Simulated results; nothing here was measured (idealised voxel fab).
Proc. module: voxel quadruple lines
Each square cell in cross-section cut measures 5 nm, and the section as a whole is 185 nm wide.
If you're reading a cross-section in this doc, picture square cells in a grid; it comes to you as bands, top ones listed first down to the bottom, and a band can be one or more rows of cells. Band: top and bottom heights (nm) first, top before bottom; then materials from left to right, widths in nm. "everywhere" marks a sole material filling the band edge to edge. "air" denotes empty space. Convention: height 0 is the level below which the wafer, as received, is all one material. The lowest band does not terminate at the bottom but continues downward, represented as "0 and below". Top row gets the first number, bottom row gets the second, and each row in between changes by the same step: that is how a band width like "30->40" works. "nothing altered" (step): cross-section cells unchanged, all of them. Reported under the label "Closed void list" are the empty spaces having no open way to the top and comprising 8 cells or more; the notation for each is width x height at distance, in which the distance is measured from the left edge and all three values are in nm. Step line, after settings: the simulator's comment on this step. Regarding "overlay nm": on a step with a mask, it is the distance the mask lay to the right of its planned place; a negative value places it to the left.
Listed below are the process steps as planned:
1) RECEIVE, material Si
2) CONFORMAL_DEP, material Al2O3, thk nm 10
3) DIRECTIONAL_DEP, material Ru, thk nm 10
4) DIRECTIONAL_DEP, material polySi, thk nm 20
5) DIRECTIONAL_DEP, material aC, thk nm 20
6) PATTERN, tone cover, mask id MANDREL, material resist, width nm 25, pitch nm 80, thk nm 30, overlay nm 0
7) DIRECTIONAL_ETCH, etch materials aC, depth nm 20
8) STRIP, etch materials resist
9) CONFORMAL_DEP, material SiO2, thk nm 15
10) DIRECTIONAL_ETCH, etch materials SiO2, depth nm 15
11) STRIP, etch materials aC
12) DIRECTIONAL_ETCH, etch materials polySi, depth nm 20
13) STRIP, etch materials SiO2
14) CONFORMAL_DEP, material SiN, thk nm 5
15) DIRECTIONAL_ETCH, etch materials SiN, depth nm 5
16) STRIP, etch materials polySi
17) DIRECTIONAL_ETCH, etch materials Ru, depth nm 10
18) STRIP, etch materials SiN
Wafer, first of two, run as planned:
Cross-section of the wafer as it came to us, i.e., already through step 1:
> 0 and below: Si everywhere
> Closed void list: none
Cross-section of the wafer subsequent to step 2:
> 10 down to 0: Al2O3 everywhere
> For the remainder of the cross-section, below 0, there is no change.
Cross-section of the wafer subsequent to step 3:
> 20 down to 10: Ru everywhere
> For the remainder of the cross-section, below 10, there is no change.
Cross-section of the wafer subsequent to step 4:
> 40 down to 20: polySi everywhere
> For the remainder of the cross-section, below 20, there is no change.
Cross-section of the wafer subsequent to step 5:
> 60 down to 40: aC everywhere
> For the remainder of the cross-section, below 40, there is no change.
Cross-section of the wafer subsequent to step 6:
> 90 down to 60: air: 40; resist: 25; air: 55; resist: 25; air: 40
> For the remainder of the cross-section, below 60, there is no change.
Cross-section of the wafer subsequent to step 7:
> 70 down to 60: air: 40; resist: 25; air: 55; resist: 25; air: 40
> 60 down to 40: air: 40; aC: 25; air: 55; aC: 25; air: 40
> For the remainder of the cross-section, below 40, there is no change.
Cross-section of the wafer subsequent to step 8:
> 60 down to 40: air: 40; aC: 25; air: 55; aC: 25; air: 40
> For the remainder of the cross-section, below 40, there is no change.
Cross-section of the wafer subsequent to step 9:
> 75 down to 60: air: 25; SiO2: 55; air: 25; SiO2: 55; air: 25
> 60 down to 55: air: 25; SiO2: 15; aC: 25; SiO2: 15; air: 25; SiO2: 15; aC: 25; SiO2: 15; air: 25
> 55 down to 40: SiO2: 40; aC: 25; SiO2: 55; aC: 25; SiO2: 40
> For the remainder of the cross-section, below 40, there is no change.
Cross-section of the wafer subsequent to step 10:
> 60 down to 40: air: 25; SiO2: 15; aC: 25; SiO2: 15; air: 25; SiO2: 15; aC: 25; SiO2: 15; air: 25
> For the remainder of the cross-section, below 40, there is no change.
Cross-section of the wafer subsequent to step 11:
> 60 down to 40: air: 25; SiO2: 15; air: 25; SiO2: 15; air: 25; SiO2: 15; air: 25; SiO2: 15; air: 25
> For the remainder of the cross-section, below 40, there is no change.
Cross-section of the wafer subsequent to step 12:
> 60 down to 40: air: 25; SiO2: 15; air: 25; SiO2: 15; air: 25; SiO2: 15; air: 25; SiO2: 15; air: 25
> 40 down to 20: air: 25; polySi: 15; air: 25; polySi: 15; air: 25; polySi: 15; air: 25; polySi: 15; air: 25
> For the remainder of the cross-section, below 20, there is no change.
Cross-section of the wafer subsequent to step 13:
> 40 down to 20: air: 25; polySi: 15; air: 25; polySi: 15; air: 25; polySi: 15; air: 25; polySi: 15; air: 25
> For the remainder of the cross-section, below 20, there is no change.
Cross-section of the wafer subsequent to step 14:
> 45 down to 40: air: 20; SiN: 25; air: 15; SiN: 25; air: 15; SiN: 25; air: 15; SiN: 25; air: 20
> 40 down to 25: air: 20; SiN: 5; polySi: 15; SiN: 5; air: 15; SiN: 5; polySi: 15; SiN: 5; air: 15; SiN: 5; polySi: 15; SiN: 5; air: 15; SiN: 5; polySi: 15; SiN: 5; air: 20
> 25 down to 20: SiN: 25; polySi: 15; SiN: 25; polySi: 15; SiN: 25; polySi: 15; SiN: 25; polySi: 15; SiN: 25
> For the remainder of the cross-section, below 20, there is no change.
Cross-section of the wafer subsequent to step 15:
> 40 down to 20: air: 20; SiN: 5; polySi: 15; SiN: 5; air: 15; SiN: 5; polySi: 15; SiN: 5; air: 15; SiN: 5; polySi: 15; SiN: 5; air: 15; SiN: 5; polySi: 15; SiN: 5; air: 20
> For the remainder of the cross-section, below 20, there is no change.
Cross-section of the wafer subsequent to step 16:
> 40 down to 20: air: 20; SiN: 5; air: 15; SiN: 5; air: 15; SiN: 5; air: 15; SiN: 5; air: 15; SiN: 5; air: 15; SiN: 5; air: 15; SiN: 5; air: 15; SiN: 5; air: 20
> For the remainder of the cross-section, below 20, there is no change.
Cross-section of the wafer subsequent to step 17:
> 40 down to 20: air: 20; SiN: 5; air: 15; SiN: 5; air: 15; SiN: 5; air: 15; SiN: 5; air: 15; SiN: 5; air: 15; SiN: 5; air: 15; SiN: 5; air: 15; SiN: 5; air: 20
> 20 down to 10: air: 20; Ru: 5; air: 15; Ru: 5; air: 15; Ru: 5; air: 15; Ru: 5; air: 15; Ru: 5; air: 15; Ru: 5; air: 15; Ru: 5; air: 15; Ru: 5; air: 20
> For the remainder of the cross-section, below 10, there is no change.
Cross-section of the wafer subsequent to step 18:
> 20 down to 10: air: 20; Ru: 5; air: 15; Ru: 5; air: 15; Ru: 5; air: 15; Ru: 5; air: 15; Ru: 5; air: 15; Ru: 5; air: 15; Ru: 5; air: 15; Ru: 5; air: 20
> For the remainder of the cross-section, below 10, there is no change.
Companion wafer, the second of two: same beginning, same intended sequence, one mistake in carrying it out; through step 5 inclusive it tracks the first exactly:
Cross-section, second wafer, at the end time the plan gives for step 6:
> 90 down to 60: air: 45; resist: 20; air: 60; resist: 20; air: 40
> For the remainder of the cross-section, below 60, there is no change.
Cross-section, second wafer, at the end time the plan gives for step 7:
> 70 down to 60: air: 45; resist: 20; air: 60; resist: 20; air: 40
> 60 down to 40: air: 45; aC: 20; air: 60; aC: 20; air: 40
> For the remainder of the cross-section, below 40, there is no change.
Cross-section, second wafer, at the end time the plan gives for step 8:
> 60 down to 40: air: 45; aC: 20; air: 60; aC: 20; air: 40
> For the remainder of the cross-section, below 40, there is no change.
Cross-section, second wafer, at the end time the plan gives for step 9:
> 75 down to 60: air: 30; SiO2: 50; air: 30; SiO2: 50; air: 25
> 60 down to 55: air: 30; SiO2: 15; aC: 20; SiO2: 15; air: 30; SiO2: 15; aC: 20; SiO2: 15; air: 25
> 55 down to 40: SiO2: 45; aC: 20; SiO2: 60; aC: 20; SiO2: 40
> For the remainder of the cross-section, below 40, there is no change.
Cross-section, second wafer, at the end time the plan gives for step 10:
> 60 down to 40: air: 30; SiO2: 15; aC: 20; SiO2: 15; air: 30; SiO2: 15; aC: 20; SiO2: 15; air: 25
> For the remainder of the cross-section, below 40, there is no change.
Cross-section, second wafer, at the end time the plan gives for step 11:
> 60 down to 40: air: 30; SiO2: 15; air: 20; SiO2: 15; air: 30; SiO2: 15; air: 20; SiO2: 15; air: 25
> For the remainder of the cross-section, below 40, there is no change.
Cross-section, second wafer, at the end time the plan gives for step 12:
> 60 down to 40: air: 30; SiO2: 15; air: 20; SiO2: 15; air: 30; SiO2: 15; air: 20; SiO2: 15; air: 25
> 40 down to 20: air: 30; polySi: 15; air: 20; polySi: 15; air: 30; polySi: 15; air: 20; polySi: 15; air: 25
> For the remainder of the cross-section, below 20, there is no change.
Cross-section, second wafer, at the end time the plan gives for step 13:
> 40 down to 20: air: 30; polySi: 15; air: 20; polySi: 15; air: 30; polySi: 15; air: 20; polySi: 15; air: 25
> For the remainder of the cross-section, below 20, there is no change.
Cross-section, second wafer, at the end time the plan gives for step 14:
> 45 down to 40: air: 25; SiN: 25; air: 10; SiN: 25; air: 20; SiN: 25; air: 10; SiN: 25; air: 20
> 40 down to 25: air: 25; SiN: 5; polySi: 15; SiN: 5; air: 10; SiN: 5; polySi: 15; SiN: 5; air: 20; SiN: 5; polySi: 15; SiN: 5; air: 10; SiN: 5; polySi: 15; SiN: 5; air: 20
> 25 down to 20: SiN: 30; polySi: 15; SiN: 20; polySi: 15; SiN: 30; polySi: 15; SiN: 20; polySi: 15; SiN: 25
> For the remainder of the cross-section, below 20, there is no change.
Cross-section, second wafer, at the end time the plan gives for step 15:
> 40 down to 20: air: 25; SiN: 5; polySi: 15; SiN: 5; air: 10; SiN: 5; polySi: 15; SiN: 5; air: 20; SiN: 5; polySi: 15; SiN: 5; air: 10; SiN: 5; polySi: 15; SiN: 5; air: 20
> For the remainder of the cross-section, below 20, there is no change.
Cross-section, second wafer, at the end time the plan gives for step 16:
> 40 down to 20: air: 25; SiN: 5; air: 15; SiN: 5; air: 10; SiN: 5; air: 15; SiN: 5; air: 20; SiN: 5; air: 15; SiN: 5; air: 10; SiN: 5; air: 15; SiN: 5; air: 20
> For the remainder of the cross-section, below 20, there is no change.
Cross-section, second wafer, at the end time the plan gives for step 17:
> 40 down to 20: air: 25; SiN: 5; air: 15; SiN: 5; air: 10; SiN: 5; air: 15; SiN: 5; air: 20; SiN: 5; air: 15; SiN: 5; air: 10; SiN: 5; air: 15; SiN: 5; air: 20
> 20 down to 10: air: 25; Ru: 5; air: 15; Ru: 5; air: 10; Ru: 5; air: 15; Ru: 5; air: 20; Ru: 5; air: 15; Ru: 5; air: 10; Ru: 5; air: 15; Ru: 5; air: 20
> For the remainder of the cross-section, below 10, there is no change.
Cross-section, second wafer, at the end time the plan gives for step 18:
> 20 down to 10: air: 25; Ru: 5; air: 15; Ru: 5; air: 10; Ru: 5; air: 15; Ru: 5; air: 20; Ru: 5; air: 15; Ru: 5; air: 10; Ru: 5; air: 15; Ru: 5; air: 20
> For the remainder of the cross-section, below 10, there is no change.
Run error: in deviation from the planned setting, step 6 was conducted as PATTERN, tone cover, mask id MANDREL, material resist, width nm 20, pitch nm 80, thk nm 30, overlay nm 0
Upon completion, the cell count for each material on the second wafer equals that on the first, whereas the spatial distribution of those cells differs.
